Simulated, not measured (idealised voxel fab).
process module | voxel spacer lines
cross-section cut | 250 nm wide | cells 5 nm
A cross-section is a grid of square cells, given in bands from the top down. A band is one or more rows of cells.
Each band's line starts with the height of the band's top and of its bottom, in nm. Then come its materials from left to right, each with its width in nm. One material with "throughout" fills the band from edge to edge. "air" is empty space.
Height 0 is the level under which the wafer as received is all one material. The lowest band goes on downwards, as in "0 down".
A width such as "30 to 40" changes by the same amount from each row of cells to the next, from the band's top row to its bottom row.
"no change" after a step means that no cell of the cross-section changed.
closed voids: empty space of 8 cells or more with no open way to the top, each as width x height at its distance from the left edge, in nm
after a step's settings: what the simulator itself notes on the step
overlay nm, on a step with a mask: how far to the right of its planned place the mask lay; to the left if negative
plan
1 op RECEIVE | material Si
2 op CONFORMAL_DEP | material Al2O3 | thk nm 5
3 op DIRECTIONAL_DEP | material SiN | thk nm 15
4 op DIRECTIONAL_DEP | material aC | thk nm 30
5 op PATTERN | tone cover | mask id MANDREL | material resist | width nm 25 | pitch nm 70 | thk nm 35 | overlay nm 0
6 op DIRECTIONAL_ETCH | etch materials aC | depth nm 30
7 op STRIP | etch materials resist
8 op CONFORMAL_DEP | material SiO2 | thk nm 10
9 op DIRECTIONAL_ETCH | etch materials SiO2 | depth nm 10
10 op STRIP | etch materials aC
11 op DIRECTIONAL_ETCH | etch materials SiN | depth nm 15
12 op STRIP | etch materials SiO2
as received, after step 1
  0 down: Si throughout
  closed voids: none
first wafer at the end, as planned
  20 to 5: air 30 | SiN 10 | air 25 | SiN 10 | air 25 | SiN 10 | air 25 | SiN 10 | air 25 | SiN 10 | air 25 | SiN 10 | air 35
  5 to 0: Al2O3 throughout
  0 down: Si throughout
  closed voids: none
second wafer at the end: like start, like plan, one mistake
  10 to 5: air 30 | SiN 10 | air 25 | SiN 10 | air 25 | SiN 10 | air 25 | SiN 10 | air 25 | SiN 10 | air 25 | SiN 10 | air 35
  5 to 0: Al2O3 throughout
  0 down: Si throughout
  closed voids: none
what went wrong: step 3 ran as: op DIRECTIONAL_DEP | material SiN | thk nm 5
at the end the second wafer has, in cells: 24 fewer of SiN
